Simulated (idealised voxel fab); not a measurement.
Name of the process module below: voxel self aligned vias
285 nm wide, 5 nm square cells: that's cross-section cut.
Cross-section spec: square-cell grid; bands listed top down; each band is one or more rows. Basically the band line says how high the top is and how high the bottom is, in nm, and then what's in it from left to right, every material with its width in nm. Empty space shows up as "air", and if a single material carries "full width" it runs the full band edge to edge. Basically, 0 is our baseline, since under it the wafer straight out of the box is all one material. The bottom band has no lower end and keeps on going down, so it looks like "from 0 down". Quick explanation for "30 to 40": the width changes in equal steps down the rows of cells, from the first number in the band's top row to the second number in its bottom row. Where the words "nothing was modified" appear for a step, the cross-section shows no cell changed by that step; every cell remained as before. Closed empty spaces (no open way to the top) of 8 cells or more are what "Sealed void inventory" lists, each as width x height at distance from the left edge, nm for all three. On each step's line, the part that comes after the settings is the simulator's own comment on the step. "overlay nm" denotes, for a step that has a mask, the displacement of the mask to the right of its planned place, with negative values corresponding to the left.
# Below is the list of planned process steps
1. RECEIVE (material Si)
2. CONFORMAL_DEP (material SiO2; thk nm 15)
3. CONFORMAL_DEP (material SiCN; thk nm 5)
4. DIRECTIONAL_DEP (material lowk; thk nm 25)
5. PATTERN (tone open; mask id LINES; material resist; width nm 30; pitch nm 70; thk nm 20; overlay nm 0)
6. DIRECTIONAL_ETCH (etch materials lowk; depth nm 25)
7. STRIP (etch materials resist)
8. CONFORMAL_DEP (material TiN; thk nm 5)
9. FILL_DEP (material Ru; thk nm 10)
10. CMP (height nm 45)
11. SELECTIVE_ETCH (etch materials W Ru TiN; depth nm 5)
12. FILL_DEP (material SiN; thk nm 10)
13. CMP (height nm 45)
14. DIRECTIONAL_DEP (material lowk; thk nm 20)
15. PATTERN (tone open; mask id VIAS; material resist; width nm 40; pitch nm 70; thk nm 15; overlay nm -15)
16. DIRECTIONAL_ETCH (etch materials lowk; depth nm 20)
17. DIRECTIONAL_ETCH (etch materials SiN; depth nm 5)
18. STRIP (etch materials resist)
19. CONFORMAL_DEP (material TiN; thk nm 5)
20. FILL_DEP (material Cu; thk nm 10)
21. CMP (height nm 65)
22. CONFORMAL_DEP (material SiN; thk nm 5)
Wafers differ in overlay nm at step 15; plan lists the first wafer's value; identical starting state.
# Cross-section, first of several wafers, as delivered after step 1
	from 0 down: Si full width
	Sealed void inventory: none
# Basically each wafer gets a line in the table, showing it at the end of the module: material by material, the cells it gained (+) or lost (-) since we got it, then its closed voids
overlay nm -15; +40 Cu; +24 Ru; +57 SiCN; +61 SiN; +171 SiO2; +56 TiN; +389 lowk; Sealed void inventory: none
overlay nm -10; +42 Cu; +24 Ru; +57 SiCN; +59 SiN; +171 SiO2; +56 TiN; +389 lowk; Sealed void inventory: none
overlay nm -5; +44 Cu; +24 Ru; +57 SiCN; +57 SiN; +171 SiO2; +56 TiN; +389 lowk; Sealed void inventory: none
overlay nm 0; +44 Cu; +24 Ru; +57 SiCN; +57 SiN; +171 SiO2; +56 TiN; +389 lowk; Sealed void inventory: none
overlay nm 5; +44 Cu; +24 Ru; +57 SiCN; +57 SiN; +171 SiO2; +56 TiN; +389 lowk; Sealed void inventory: none
overlay nm 10; +42 Cu; +24 Ru; +57 SiCN; +59 SiN; +171 SiO2; +56 TiN; +389 lowk; Sealed void inventory: none
overlay nm 15; +40 Cu; +24 Ru; +57 SiCN; +61 SiN; +171 SiO2; +56 TiN; +389 lowk; Sealed void inventory: none
